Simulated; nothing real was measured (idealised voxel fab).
Process module name: voxel self aligned contacts
In the cross-section labelled cut, the width is 250 nm and each square cell is 5 nm.
Cross-sections here: square-cell grids, written as top-down lists of bands, a band being one or more rows of cells.
Within each band entry, the heights of the top and of the bottom of the band appear first, in that order and in nm; the materials of the band then follow from left to right, each with its corresponding width in nm. The designation "all across" on a single material indicates that it fills the band from edge to edge; the designation "air" indicates empty space.
All heights in this document are referenced to 0, defined as the level beneath which the wafer, as received, consists entirely of one material. The lowest band is not bounded below; it extends indefinitely downward and is written in the form "0..down".
Width "30->40": first value at the band's top row of cells, second value at its bottom row, equal change from row to row.
Basically "same as before" means that step didn't change any cell in the cross-section.
Listed in "Enclosed cavity list": every empty space of 8 or more cells without an open way to the top. Form: width x height at distance, the distance being from the left edge, all in nm.
Note: text after step settings on the step line = simulator remark on that step.
You can add "overlay nm" to a step's line. For a step with a mask, it describes how far the mask lay to the right of its planned position, and a negative number describes a lay to the left.
Process steps foreseen in the plan
1. RECEIVE: material Si
2. CONFORMAL_DEP: material SiO2, thk nm 5
3. DIRECTIONAL_DEP: material polySi, thk nm 20
4. DIRECTIONAL_DEP: material SiN, thk nm 20
5. PATTERN: tone cover, mask id GATE, material resist, width nm 25, pitch nm 70, thk nm 20, overlay nm 0
6. DIRECTIONAL_ETCH: etch materials SiN, depth nm 20
7. DIRECTIONAL_ETCH: etch materials polySi, depth nm 20
8. STRIP: etch materials resist
9. CONFORMAL_DEP: material SiN, thk nm 10
10. DIRECTIONAL_ETCH: etch materials SiN, depth nm 10
11. FILL_DEP: material SiO2, thk nm 15
12. CMP: height nm 55
13. PATTERN: tone open, mask id CONTACT, material resist, width nm 55, pitch nm 70, thk nm 15, overlay nm 0
14. DIRECTIONAL_ETCH: etch materials SiO2, depth nm 55
15. STRIP: etch materials resist
16. CONFORMAL_DEP: material TiN, thk nm 5
17. FILL_DEP: material W, thk nm 5
18. CMP: height nm 55
19. CONFORMAL_DEP: material SiN, thk nm 5
Incoming wafer in cross-section (state: after step 1)
  0..down  Si all across
  Enclosed cavity list: none
Wafer cross-section at end of module: start and plan as shown above, one execution error
  60..55  SiN all across
  55..45  SiO2: 60, TiN: 5->30, W: 45->15, TiN: 5->10, SiO2: 15, TiN: 5->30, W: 45->15, TiN: 5->10, SiO2: 65
  45..25  SiO2: 40, SiN: 45, TiN: 5, W: 15, TiN: 5, SiN: 45, TiN: 5, W: 15, TiN: 5, SiN: 45, SiO2: 25
  25..5  SiO2: 40, SiN: 10, polySi: 25, SiN: 10, TiN: 5, W: 15, TiN: 5, SiN: 10, polySi: 25, SiN: 10, TiN: 5, W: 15, TiN: 5, SiN: 10, polySi: 25, SiN: 10, SiO2: 25
  5..0  SiO2: 85, TiN: 25, SiO2: 45, TiN: 25, SiO2: 70
  0..down  Si all across
  Enclosed cavity list: none
The plan and the run diverged here: the process deviated at step 5: the operation and settings actually run there were PATTERN: tone cover, mask id GATE, material resist, width nm 25, pitch nm 70, thk nm 20, overlay nm 10
